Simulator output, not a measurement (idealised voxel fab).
Process module in this document: voxel self aligned contacts
Square cell edge 5 nm, section width 145 nm, ID cut.
When this document writes out a cross-section, it uses a grid of square cells and lists it as bands, beginning at the top and moving down, with a band standing for one or more rows of cells.
It is stipulated that each band's entry specify, in nanometres, the height of the top of the band and then that of its bottom, followed by the materials of the band in left-to-right sequence, each together with its width in nanometres. A single material marked by the word "all across" is understood to fill the band from edge to edge; the word "air" is understood to denote empty space.
Height is counted from the level 0, under which the received wafer is composed throughout of one material. The lowest of the bands is not closed at the bottom but continues downward, in the notation "0 -> down".
Note: "30 to 40" means the width goes from the first number (top row of the band) to the second number (bottom row) in equal steps per row of cells.
When a step is marked "same as before", none of the cells in the cross-section changed during that step.
Empty spaces counting at least 8 cells and having no open way to the top are listed in "Fully closed voids". The notation width x height at distance is used for each, the distance being from the left edge and all three values in nm.
That trailing text on a step's line, after the settings, is the simulator's own remark on the step.
You can add "overlay nm" to a step's line. For a step with a mask, it describes how far the mask lay to the right of its planned position, and a negative number describes a lay to the left.
### plan
- 1: RECEIVE, material Si
- 2: OXIDIZE, depth nm 5
- 3: DIRECTIONAL_DEP, material polySi, thk nm 30
- 4: DIRECTIONAL_DEP, material SiN, thk nm 20
- 5: PATTERN, tone cover, mask id GATE, material resist, width nm 30, pitch nm 75, thk nm 15, overlay nm 0
- 6: DIRECTIONAL_ETCH, etch materials SiN, depth nm 20
- 7: DIRECTIONAL_ETCH, etch materials polySi, depth nm 30
- 8: STRIP, etch materials resist
- 9: CONFORMAL_DEP, material SiN, thk nm 10
- 10: DIRECTIONAL_ETCH, etch materials SiN, depth nm 10
- 11: FILL_DEP, material SiO2, thk nm 15
- 12: CMP, height nm 55
- 13: MASKED_ETCH, tone open, mask id CONTACT, width nm 55, etch materials SiO2, depth nm 60, overlay nm 0
- 14: CONFORMAL_DEP, material TiN, thk nm 5
- 15: FILL_DEP, material Ru, thk nm 10
- 16: CMP, height nm 55
- 17: CONFORMAL_DEP, material SiN, thk nm 5
### Cross-section of the wafer upon arrival, representing the state reached after step 1
- 0 -> down  Si all across
- Fully closed voids: none
### Here's the cross-section of the first of our two wafers at the end of the module - it ran as planned
- 60 -> 55  SiN all across
- 55 -> 50  SiO2 45 / TiN 20 / Ru 15 / TiN 20 / SiO2 45
- 50 -> 30  SiO2 10 / SiN 50 / TiN 5 / Ru 15 / TiN 5 / SiN 50 / SiO2 10
- 30 -> 0  SiO2 10 / SiN 10 / polySi 30 / SiN 10 / TiN 5 / Ru 15 / TiN 5 / SiN 10 / polySi 30 / SiN 10 / SiO2 10
- 0 -> -5  SiO2 60 / TiN 25 / SiO2 60
- -5 -> down  Si all across
- Fully closed voids: none
### Cross-section of the latter of the two wafers at module completion. It had an identical start and an identical plan to the former; in running it, one mistake was made
- 60 -> 55  SiN all across
- 55 -> 45  SiO2 45 / TiN 5 / Ru 45 / TiN 5 / SiO2 45
- 45 -> 40  SiO2 45 / TiN 20 / Ru 15 / TiN 20 / SiO2 45
- 40 -> 20  SiO2 10 / SiN 50 / TiN 5 / Ru 15 / TiN 5 / SiN 50 / SiO2 10
- 20 -> 0  SiO2 10 / SiN 10 / polySi 30 / SiN 10 / TiN 5 / Ru 15 / TiN 5 / SiN 10 / polySi 30 / SiN 10 / SiO2 10
- 0 -> -5  SiO2 60 / TiN 25 / SiO2 60
- -5 -> down  Si all across
- Fully closed voids: none
Which mistake was made when the wafer was run? off-plan run, step 3, actual operation and settings DIRECTIONAL_DEP, material polySi, thk nm 20
End of process, cell counts, second wafer against first, materials with more or fewer: Ru: 12 more, SiN: 16 fewer, SiO2: 28 more, polySi: 24 fewer
